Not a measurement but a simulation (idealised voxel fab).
process module | voxel trench capacitor
cross-section cut | 230 nm wide | cells 5 nm
A cross-section is a grid of square cells, given in bands from the top down. A band is one or more rows of cells.
Each band's line starts with the height of the band's top and of its bottom, in nm. Then come its materials from left to right, each with its width in nm. One material with "throughout" fills the band from edge to edge. "air" is empty space.
Height 0 is the level under which the wafer as received is all one material. The lowest band goes on downwards, as in "0 down".
A width such as "30 to 40" changes by the same amount from each row of cells to the next, from the band's top row to its bottom row.
"no change" after a step means that no cell of the cross-section changed.
closed voids: empty space of 8 cells or more with no open way to the top, each as width x height at its distance from the left edge, in nm
after a step's settings: what the simulator itself notes on the step
overlay nm, on a step with a mask: how far to the right of its planned place the mask lay; to the left if negative
plan
1 op RECEIVE | material Si
2 op CONFORMAL_DEP | material SiN | thk nm 5
3 op MASKED_ETCH | tone open | mask id TRENCH | width nm 15 | pitch nm 30 | etch materials SiN | depth nm 5 | overlay nm 0
4 op MASKED_ETCH | tone open | mask id TRENCH | width nm 15 | pitch nm 30 | etch materials Si | depth nm 35 | overlay nm 0
5 op CONFORMAL_DEP | material Al2O3 | thk nm 5
6 op FILL_DEP | material polySi | thk nm 5
7 op CMP | height nm 5
as received, after step 1
  0 down: Si throughout
  closed voids: none
first wafer at the end, as planned
  5 to 0: SiN 60 | Al2O3 5 | polySi 5 | Al2O3 5 | SiN 15 | Al2O3 5 | polySi 5 | Al2O3 5 | SiN 15 | Al2O3 5 | polySi 5 | Al2O3 5 | SiN 15 | Al2O3 5 | polySi 5 | Al2O3 5 | SiN 65
  0 to -30: Si 60 | Al2O3 5 | polySi 5 | Al2O3 5 | Si 15 | Al2O3 5 | polySi 5 | Al2O3 5 | Si 15 | Al2O3 5 | polySi 5 | Al2O3 5 | Si 15 | Al2O3 5 | polySi 5 | Al2O3 5 | Si 65
  -30 to -35: Si 60 | Al2O3 15 | Si 15 | Al2O3 15 | Si 15 | Al2O3 15 | Si 15 | Al2O3 15 | Si 65
  -35 down: Si throughout
  closed voids: none
second wafer at the end: like start, like plan, one mistake
  5 to 0: SiN 55 | Al2O3 15 | SiN 15 | Al2O3 15 | SiN 15 | Al2O3 15 | SiN 15 | Al2O3 15 | SiN 70
  0 to -35: Si 60 | Al2O3 10 | Si 20 | Al2O3 10 | Si 20 | Al2O3 10 | Si 20 | Al2O3 10 | Si 70
  -35 down: Si throughout
  closed voids: none
what went wrong: step 3 ran as: op MASKED_ETCH | tone open | mask id TRENCH | width nm 15 | pitch nm 30 | etch materials SiN | depth nm 5 | overlay nm -5
at the end the second wafer has, in cells: 28 more of Si | 28 fewer of polySi
